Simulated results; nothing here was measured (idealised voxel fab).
The following process module bears the name voxel double patterning.
Section cut is 220 nm wide and gridded with 5 nm square cells.
Reading order for cross-sections: top band down to bottom band. Underlying form: a grid of square cells. Band size: one or more rows of cells.
Top, bottom (nm), then materials left to right with widths (nm); lone material tagged "full width" fills the whole band edge to edge; "empty" = empty space.
Height datum 0, below which the as-received substrate wafer is one material. Lowest band open at the bottom, running downward: "0 down".
The two numbers in a width such as "30 to 40" mark its ends across the band: the first belongs to the top row of cells, the second to the bottom row, and from each row to the next the width moves by the same amount.
"no change" after a step means that no cell of the cross-section changed.
In the "Cavities, sealed" entry, you get each enclosed empty space of 8 cells or more, one with no open way to the top, written width x height at distance, distance from the left edge, in nm.
What comes after the settings on a step's line is commentary from the simulator itself on that step.
A step's line can hold "overlay nm"; with a mask on that step, the setting says how far right of the planned place the mask lay, while a negative setting says it lay to the left.
# List of planned process steps
1) RECEIVE with material Si
2) CONFORMAL_DEP with material SiO2, thk nm 10
3) DIRECTIONAL_DEP with material TiN, thk nm 20
4) DIRECTIONAL_DEP with material SiCN, thk nm 5
5) MASKED_ETCH with tone open, mask id FIRST, width nm 15, pitch nm 50, etch materials SiCN, depth nm 5, overlay nm 0
6) DIRECTIONAL_DEP with material aC, thk nm 15
7) PATTERN with tone open, mask id SECOND, material resist, width nm 15, pitch nm 50, thk nm 35, overlay nm 0
8) DIRECTIONAL_ETCH with etch materials aC, depth nm 15
9) STRIP with etch materials resist
10) DIRECTIONAL_ETCH with etch materials SiCN, depth nm 5
11) STRIP with etch materials aC
12) DIRECTIONAL_ETCH with etch materials TiN, depth nm 20
13) STRIP with etch materials SiCN
# Cross-section of the wafer at receipt, which is the condition after step 1
  0 down | Si full width
  Cavities, sealed: none
# Wafer cross-section at end of module: start and plan as shown above, one execution error
  30 to 20 | SiO2 full width
  20 to 0 | TiN full width
  0 down | Si full width
  Cavities, sealed: none
So what did we get wrong on this run? order of steps 2 and 3 inverted relative to the plan
